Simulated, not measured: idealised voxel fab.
process module | voxel capacitor over wiring
cross-section cut | 270 nm wide | cells 5 nm
A cross-section is a grid of square cells, given in bands from the top down. A band is one or more rows of cells.
Each band's line starts with the height of the band's top and of its bottom, in nm. Then come its materials from left to right, each with its width in nm. One material with "throughout" fills the band from edge to edge. "air" is empty space.
Height 0 is the level under which the wafer as received is all one material. The lowest band goes on downwards, as in "0 down".
A width such as "30 to 40" changes by the same amount from each row of cells to the next, from the band's top row to its bottom row.
"no change" after a step means that no cell of the cross-section changed.
closed voids: empty space of 8 cells or more with no open way to the top, each as width x height at its distance from the left edge, in nm
after a step's settings: what the simulator itself notes on the step
overlay nm, on a step with a mask: how far to the right of its planned place the mask lay; to the left if negative
plan
1 op RECEIVE | material Si
2 op CONFORMAL_DEP | material SiO2 | thk nm 15
3 op CONFORMAL_DEP | material SiN | thk nm 5
4 op DIRECTIONAL_DEP | material lowk | thk nm 20
5 op DIRECTIONAL_DEP | material aC | thk nm 10
6 op PATTERN | tone open | mask id METAL_1 | material resist | width nm 20 | pitch nm 75 | thk nm 30 | overlay nm 0
7 op DIRECTIONAL_ETCH | etch materials aC | depth nm 10
8 op STRIP | etch materials resist
9 op DIRECTIONAL_ETCH | etch materials lowk | depth nm 20
10 op DIRECTIONAL_ETCH | etch materials SiN | depth nm 5
11 op STRIP | etch materials aC
12 op CONFORMAL_DEP | material TiN | thk nm 5
13 op FILL_DEP | material W | thk nm 10
14 op CMP | height nm 40
15 op EPI | material Ru | thk nm 5
16 op FILL_DEP | material SiCN | thk nm 5
17 op DIRECTIONAL_DEP | material lowk | thk nm 20
18 op DIRECTIONAL_DEP | material aC | thk nm 15
19 op PATTERN | tone open | mask id PLUG_1 | material resist | width nm 15 | thk nm 35 | overlay nm 0
20 op DIRECTIONAL_ETCH | etch materials aC | depth nm 15
21 op STRIP | etch materials resist
22 op DIRECTIONAL_ETCH | etch materials lowk | depth nm 20
23 op DIRECTIONAL_ETCH | etch materials SiCN | depth nm 5
24 op STRIP | etch materials aC
25 op CONFORMAL_DEP | material TiN | thk nm 5
26 op FILL_DEP | material W | thk nm 10
27 op CMP | height nm 70
28 op DIRECTIONAL_DEP | material TiN | thk nm 10
29 op DIRECTIONAL_DEP | material SiN | thk nm 5
30 op DIRECTIONAL_DEP | material TiN | thk nm 5
31 op MASKED_ETCH | tone cover | mask id UPPER_PLATE | width nm 60 | etch materials TiN | depth nm 5 | overlay nm 0
32 op MASKED_ETCH | tone cover | mask id UPPER_PLATE | width nm 60 | etch materials SiN | depth nm 5 | overlay nm 0
33 op PATTERN | tone cover | mask id LOWER_PLATE | material resist | width nm 70 | thk nm 15 | overlay nm 0
34 op DIRECTIONAL_ETCH | etch materials TiN | depth nm 10
35 op STRIP | etch materials resist
36 op FILL_DEP | material SiO2 | thk nm 15
37 op CMP | height nm 100
38 op DIRECTIONAL_DEP | material aC | thk nm 10
39 op PATTERN | tone open | mask id PLUG_2 | material resist | width nm 15 | thk nm 30 | overlay nm 0
40 op DIRECTIONAL_ETCH | etch materials aC | depth nm 10
41 op STRIP | etch materials resist
42 op DIRECTIONAL_ETCH | etch materials SiO2 | depth nm 10
43 op STRIP | etch materials aC
44 op CONFORMAL_DEP | material TiN | thk nm 5
45 op FILL_DEP | material Ru | thk nm 10
46 op CMP | height nm 100
47 op CONFORMAL_DEP | material SiN | thk nm 5
first wafer, as planned
as received, after step 1
  0 down: Si throughout
  closed voids: none
after step 2
  15 to 0: SiO2 throughout
  below 0: unchanged
after step 3
  20 to 15: SiN throughout
  below 15: unchanged
after step 4
  40 to 20: lowk throughout
  below 20: unchanged
after step 5
  50 to 40: aC throughout
  below 40: unchanged
after step 6
  80 to 50: resist 85 | air 20 | resist 55 | air 20 | resist 90
  below 50: unchanged
after step 7
  70 to 50: resist 85 | air 20 | resist 55 | air 20 | resist 90
  50 to 40: aC 85 | air 20 | aC 55 | air 20 | aC 90
  below 40: unchanged
after step 8
  50 to 40: aC 85 | air 20 | aC 55 | air 20 | aC 90
  below 40: unchanged
after step 9
  50 to 40: aC 85 | air 20 | aC 55 | air 20 | aC 90
  40 to 20: lowk 85 | air 20 | lowk 55 | air 20 | lowk 90
  below 20: unchanged
after step 10
  50 to 40: aC 85 | air 20 | aC 55 | air 20 | aC 90
  40 to 20: lowk 85 | air 20 | lowk 55 | air 20 | lowk 90
  20 to 15: SiN 85 | air 20 | SiN 55 | air 20 | SiN 90
  below 15: unchanged
after step 11
  40 to 20: lowk 85 | air 20 | lowk 55 | air 20 | lowk 90
  below 20: unchanged
after step 12
  45 to 40: TiN 90 | air 10 | TiN 65 | air 10 | TiN 95
  40 to 20: lowk 85 | TiN 5 | air 10 | TiN 5 | lowk 55 | TiN 5 | air 10 | TiN 5 | lowk 90
  20 to 15: SiN 85 | TiN 20 | SiN 55 | TiN 20 | SiN 90
  below 15: unchanged
after step 13
  55 to 45: W throughout
  45 to 40: TiN 90 | W 10 | TiN 65 | W 10 | TiN 95
  40 to 20: lowk 85 | TiN 5 | W 10 | TiN 5 | lowk 55 | TiN 5 | W 10 | TiN 5 | lowk 90
  below 20: unchanged
after step 14
  40 to 20: lowk 85 | TiN 5 | W 10 | TiN 5 | lowk 55 | TiN 5 | W 10 | TiN 5 | lowk 90
  below 20: unchanged
after step 15
  45 to 40: air 80 | Ru 30 | air 45 | Ru 30 | air 85
  below 40: unchanged
after step 16
  50 to 45: SiCN throughout
  45 to 40: SiCN 80 | Ru 30 | SiCN 45 | Ru 30 | SiCN 85
  below 40: unchanged
after step 17
  70 to 50: lowk throughout
  below 50: unchanged
after step 18
  85 to 70: aC throughout
  below 70: unchanged
after step 19
  120 to 85: resist 90 | air 15 | resist 165
  below 85: unchanged
after step 20
  105 to 85: resist 90 | air 15 | resist 165
  85 to 70: aC 90 | air 15 | aC 165
  below 70: unchanged
after step 21
  85 to 70: aC 90 | air 15 | aC 165
  below 70: unchanged
after step 22
  85 to 70: aC 90 | air 15 | aC 165
  70 to 50: lowk 90 | air 15 | lowk 165
  below 50: unchanged
after step 23
  85 to 70: aC 90 | air 15 | aC 165
  70 to 50: lowk 90 | air 15 | lowk 165
  50 to 45: SiCN 90 | air 15 | SiCN 165
  below 45: unchanged
after step 24
  70 to 50: lowk 90 | air 15 | lowk 165
  below 50: unchanged
after step 25
  75 to 70: TiN 95 | air 5 | TiN 170
  70 to 50: lowk 90 | TiN 5 | air 5 | TiN 5 | lowk 165
  50 to 45: SiCN 90 | TiN 15 | SiCN 165
  below 45: unchanged
after step 26
  85 to 75: W throughout
  75 to 70: TiN 95 | W 5 | TiN 170
  70 to 50: lowk 90 | TiN 5 | W 5 | TiN 5 | lowk 165
  below 50: unchanged
after step 27
  70 to 50: lowk 90 | TiN 5 | W 5 | TiN 5 | lowk 165
  below 50: unchanged
after step 28
  80 to 70: TiN throughout
  below 70: unchanged
after step 29
  85 to 80: SiN throughout
  below 80: unchanged
after step 30
  90 to 85: TiN throughout
  below 85: unchanged
after step 31
  90 to 85: air 90 | TiN 60 | air 120
  below 85: unchanged
after step 32
  90 to 85: air 90 | TiN 60 | air 120
  85 to 80: air 90 | SiN 60 | air 120
  below 80: unchanged
after step 33
  105 to 90: air 85 | resist 70 | air 115
  90 to 85: air 85 | resist 5 | TiN 60 | resist 5 | air 115
  85 to 80: air 85 | resist 5 | SiN 60 | resist 5 | air 115
  below 80: unchanged
after step 34
  105 to 90: air 85 | resist 70 | air 115
  90 to 85: air 85 | resist 5 | TiN 60 | resist 5 | air 115
  85 to 80: air 85 | resist 5 | SiN 60 | resist 5 | air 115
  80 to 70: air 85 | TiN 70 | air 115
  below 70: unchanged
after step 35
  90 to 85: air 90 | TiN 60 | air 120
  85 to 80: air 90 | SiN 60 | air 120
  below 80: unchanged
after step 36
  105 to 90: SiO2 throughout
  90 to 85: SiO2 90 | TiN 60 | SiO2 120
  85 to 80: SiO2 90 | SiN 60 | SiO2 120
  80 to 70: SiO2 85 | TiN 70 | SiO2 115
  below 70: unchanged
after step 37
  100 to 90: SiO2 throughout
  below 90: unchanged
after step 38
  110 to 100: aC throughout
  below 100: unchanged
after step 39
  140 to 110: resist 100 | air 15 | resist 155
  below 110: unchanged
after step 40
  130 to 110: resist 100 | air 15 | resist 155
  110 to 100: aC 100 | air 15 | aC 155
  below 100: unchanged
after step 41
  110 to 100: aC 100 | air 15 | aC 155
  below 100: unchanged
after step 42
  110 to 100: aC 100 | air 15 | aC 155
  100 to 90: SiO2 100 | air 15 | SiO2 155
  below 90: unchanged
after step 43
  100 to 90: SiO2 100 | air 15 | SiO2 155
  below 90: unchanged
after step 44
  105 to 100: TiN 105 | air 5 | TiN 160
  100 to 95: SiO2 100 | TiN 5 | air 5 | TiN 5 | SiO2 155
  95 to 85: SiO2 100 to 90 | TiN 15 to 60 | SiO2 155 to 120
  below 85: unchanged
after step 45
  115 to 105: Ru throughout
  105 to 100: TiN 105 | Ru 5 | TiN 160
  100 to 95: SiO2 100 | TiN 5 | Ru 5 | TiN 5 | SiO2 155
  below 95: unchanged
after step 46
  100 to 95: SiO2 100 | TiN 5 | Ru 5 | TiN 5 | SiO2 155
  below 95: unchanged
after step 47
  105 to 100: SiN throughout
  below 100: unchanged
second wafer: like start, like plan, one mistake. Through step 1 it matches the first wafer
when step 2 should have ended
  30 to 0: SiO2 throughout
  below 0: unchanged
when step 3 should have ended
  35 to 30: SiN throughout
  below 30: unchanged
when step 4 should have ended
  55 to 35: lowk throughout
  below 35: unchanged
when step 5 should have ended
  65 to 55: aC throughout
  below 55: unchanged
when step 6 should have ended
  95 to 65: resist 85 | air 20 | resist 55 | air 20 | resist 90
  below 65: unchanged
when step 7 should have ended
  85 to 65: resist 85 | air 20 | resist 55 | air 20 | resist 90
  65 to 55: aC 85 | air 20 | aC 55 | air 20 | aC 90
  below 55: unchanged
when step 8 should have ended
  65 to 55: aC 85 | air 20 | aC 55 | air 20 | aC 90
  below 55: unchanged
when step 9 should have ended
  65 to 55: aC 85 | air 20 | aC 55 | air 20 | aC 90
  55 to 35: lowk 85 | air 20 | lowk 55 | air 20 | lowk 90
  below 35: unchanged
when step 10 should have ended
  65 to 55: aC 85 | air 20 | aC 55 | air 20 | aC 90
  55 to 35: lowk 85 | air 20 | lowk 55 | air 20 | lowk 90
  35 to 30: SiN 85 | air 20 | SiN 55 | air 20 | SiN 90
  below 30: unchanged
when step 11 should have ended
  55 to 35: lowk 85 | air 20 | lowk 55 | air 20 | lowk 90
  below 35: unchanged
when step 12 should have ended
  60 to 55: TiN 90 | air 10 | TiN 65 | air 10 | TiN 95
  55 to 35: lowk 85 | TiN 5 | air 10 | TiN 5 | lowk 55 | TiN 5 | air 10 | TiN 5 | lowk 90
  35 to 30: SiN 85 | TiN 20 | SiN 55 | TiN 20 | SiN 90
  below 30: unchanged
when step 13 should have ended
  70 to 60: W throughout
  60 to 55: TiN 90 | W 10 | TiN 65 | W 10 | TiN 95
  55 to 35: lowk 85 | TiN 5 | W 10 | TiN 5 | lowk 55 | TiN 5 | W 10 | TiN 5 | lowk 90
  below 35: unchanged
when step 14 should have ended
  40 to 35: lowk 85 | TiN 5 | W 10 | TiN 5 | lowk 55 | TiN 5 | W 10 | TiN 5 | lowk 90
  below 35: unchanged
when step 15 should have ended
  45 to 40: air 80 | Ru 30 | air 45 | Ru 30 | air 85
  below 40: unchanged
when step 16 should have ended
  50 to 45: SiCN throughout
  45 to 40: SiCN 80 | Ru 30 | SiCN 45 | Ru 30 | SiCN 85
  below 40: unchanged
when step 17 should have ended
  70 to 50: lowk throughout
  below 50: unchanged
when step 18 should have ended
  85 to 70: aC throughout
  below 70: unchanged
when step 19 should have ended
  120 to 85: resist 90 | air 15 | resist 165
  below 85: unchanged
when step 20 should have ended
  105 to 85: resist 90 | air 15 | resist 165
  85 to 70: aC 90 | air 15 | aC 165
  below 70: unchanged
when step 21 should have ended
  85 to 70: aC 90 | air 15 | aC 165
  below 70: unchanged
when step 22 should have ended
  85 to 70: aC 90 | air 15 | aC 165
  70 to 50: lowk 90 | air 15 | lowk 165
  below 50: unchanged
when step 23 should have ended
  85 to 70: aC 90 | air 15 | aC 165
  70 to 50: lowk 90 | air 15 | lowk 165
  50 to 45: SiCN 90 | air 15 | SiCN 165
  below 45: unchanged
when step 24 should have ended
  70 to 50: lowk 90 | air 15 | lowk 165
  below 50: unchanged
when step 25 should have ended
  75 to 70: TiN 95 | air 5 | TiN 170
  70 to 50: lowk 90 | TiN 5 | air 5 | TiN 5 | lowk 165
  50 to 45: SiCN 90 | TiN 15 | SiCN 165
  below 45: unchanged
when step 26 should have ended
  85 to 75: W throughout
  75 to 70: TiN 95 | W 5 | TiN 170
  70 to 50: lowk 90 | TiN 5 | W 5 | TiN 5 | lowk 165
  below 50: unchanged
when step 27 should have ended
  70 to 50: lowk 90 | TiN 5 | W 5 | TiN 5 | lowk 165
  below 50: unchanged
when step 28 should have ended
  80 to 70: TiN throughout
  below 70: unchanged
when step 29 should have ended
  85 to 80: SiN throughout
  below 80: unchanged
when step 30 should have ended
  90 to 85: TiN throughout
  below 85: unchanged
when step 31 should have ended
  90 to 85: air 90 | TiN 60 | air 120
  below 85: unchanged
when step 32 should have ended
  90 to 85: air 90 | TiN 60 | air 120
  85 to 80: air 90 | SiN 60 | air 120
  below 80: unchanged
when step 33 should have ended
  105 to 90: air 85 | resist 70 | air 115
  90 to 85: air 85 | resist 5 | TiN 60 | resist 5 | air 115
  85 to 80: air 85 | resist 5 | SiN 60 | resist 5 | air 115
  below 80: unchanged
when step 34 should have ended
  105 to 90: air 85 | resist 70 | air 115
  90 to 85: air 85 | resist 5 | TiN 60 | resist 5 | air 115
  85 to 80: air 85 | resist 5 | SiN 60 | resist 5 | air 115
  80 to 70: air 85 | TiN 70 | air 115
  below 70: unchanged
when step 35 should have ended
  90 to 85: air 90 | TiN 60 | air 120
  85 to 80: air 90 | SiN 60 | air 120
  below 80: unchanged
when step 36 should have ended
  105 to 90: SiO2 throughout
  90 to 85: SiO2 90 | TiN 60 | SiO2 120
  85 to 80: SiO2 90 | SiN 60 | SiO2 120
  80 to 70: SiO2 85 | TiN 70 | SiO2 115
  below 70: unchanged
when step 37 should have ended
  100 to 90: SiO2 throughout
  below 90: unchanged
when step 38 should have ended
  110 to 100: aC throughout
  below 100: unchanged
when step 39 should have ended
  140 to 110: resist 100 | air 15 | resist 155
  below 110: unchanged
when step 40 should have ended
  130 to 110: resist 100 | air 15 | resist 155
  110 to 100: aC 100 | air 15 | aC 155
  below 100: unchanged
when step 41 should have ended
  110 to 100: aC 100 | air 15 | aC 155
  below 100: unchanged
when step 42 should have ended
  110 to 100: aC 100 | air 15 | aC 155
  100 to 90: SiO2 100 | air 15 | SiO2 155
  below 90: unchanged
when step 43 should have ended
  100 to 90: SiO2 100 | air 15 | SiO2 155
  below 90: unchanged
when step 44 should have ended
  105 to 100: TiN 105 | air 5 | TiN 160
  100 to 95: SiO2 100 | TiN 5 | air 5 | TiN 5 | SiO2 155
  95 to 85: SiO2 100 to 90 | TiN 15 to 60 | SiO2 155 to 120
  below 85: unchanged
when step 45 should have ended
  115 to 105: Ru throughout
  105 to 100: TiN 105 | Ru 5 | TiN 160
  100 to 95: SiO2 100 | TiN 5 | Ru 5 | TiN 5 | SiO2 155
  below 95: unchanged
when step 46 should have ended
  100 to 95: SiO2 100 | TiN 5 | Ru 5 | TiN 5 | SiO2 155
  below 95: unchanged
when step 47 should have ended
  105 to 100: SiN throughout
  below 100: unchanged
what went wrong: step 2 was run twice
at the end the second wafer has, in cells: 162 more of SiO2 | 12 fewer of TiN | 12 fewer of W | 138 fewer of lowk
